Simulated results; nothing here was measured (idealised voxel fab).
process module | voxel ribs on slabs
cross-section cut | 255 nm wide | cells 5 nm
A cross-section is a grid of square cells, given in bands from the top down. A band is one or more rows of cells.
Each band's line starts with the height of the band's top and of its bottom, in nm. Then come its materials from left to right, each with its width in nm. One material with "throughout" fills the band from edge to edge. "air" is empty space.
Height 0 is the level under which the wafer as received is all one material. The lowest band goes on downwards, as in "0 down".
A width such as "30 to 40" changes by the same amount from each row of cells to the next, from the band's top row to its bottom row.
"no change" after a step means that no cell of the cross-section changed.
closed voids: empty space of 8 cells or more with no open way to the top, each as width x height at its distance from the left edge, in nm
after a step's settings: what the simulator itself notes on the step
overlay nm, on a step with a mask: how far to the right of its planned place the mask lay; to the left if negative
plan
1 op RECEIVE | material Si
2 op DIRECTIONAL_DEP | material SiO2 | thk nm 30
3 op DIRECTIONAL_DEP | material SiN | thk nm 15
4 op MASKED_ETCH | tone cover | mask id RIB | width nm 20 | etch materials SiN | depth nm 5 | overlay nm 0
5 op PATTERN | tone cover | mask id SLAB | material resist | width nm 70 | thk nm 20 | overlay nm 0
6 op DIRECTIONAL_ETCH | etch materials SiN | depth nm 10
7 op STRIP | etch materials resist
8 op FILL_DEP | material SiO2 | thk nm 25
9 op CMP | height nm 60
10 op DIRECTIONAL_DEP | material W | thk nm 10
11 op DIRECTIONAL_DEP | material aC | thk nm 15
12 op PATTERN | tone cover | mask id HEATER | material resist | width nm 30 | thk nm 35 | overlay nm 0
13 op DIRECTIONAL_ETCH | etch materials aC | depth nm 15
14 op STRIP | etch materials resist
15 op DIRECTIONAL_ETCH | etch materials W | depth nm 10
16 op STRIP | etch materials aC
17 op CONFORMAL_DEP | material SiO2 | thk nm 5
as received, after step 1
  0 down: Si throughout
  closed voids: none
a wafer at the end: this start, this plan, one mistake
  80 to 75: SiO2 throughout
  75 to 60: W throughout
  60 to 45: SiO2 throughout
  45 to 40: SiO2 115 | SiN 20 | SiO2 120
  40 to 30: SiO2 90 | SiN 70 | SiO2 95
  30 to 0: SiO2 throughout
  0 down: Si throughout
  closed voids: none
what went wrong: step 11 ran as: op DIRECTIONAL_DEP | material W | thk nm 15
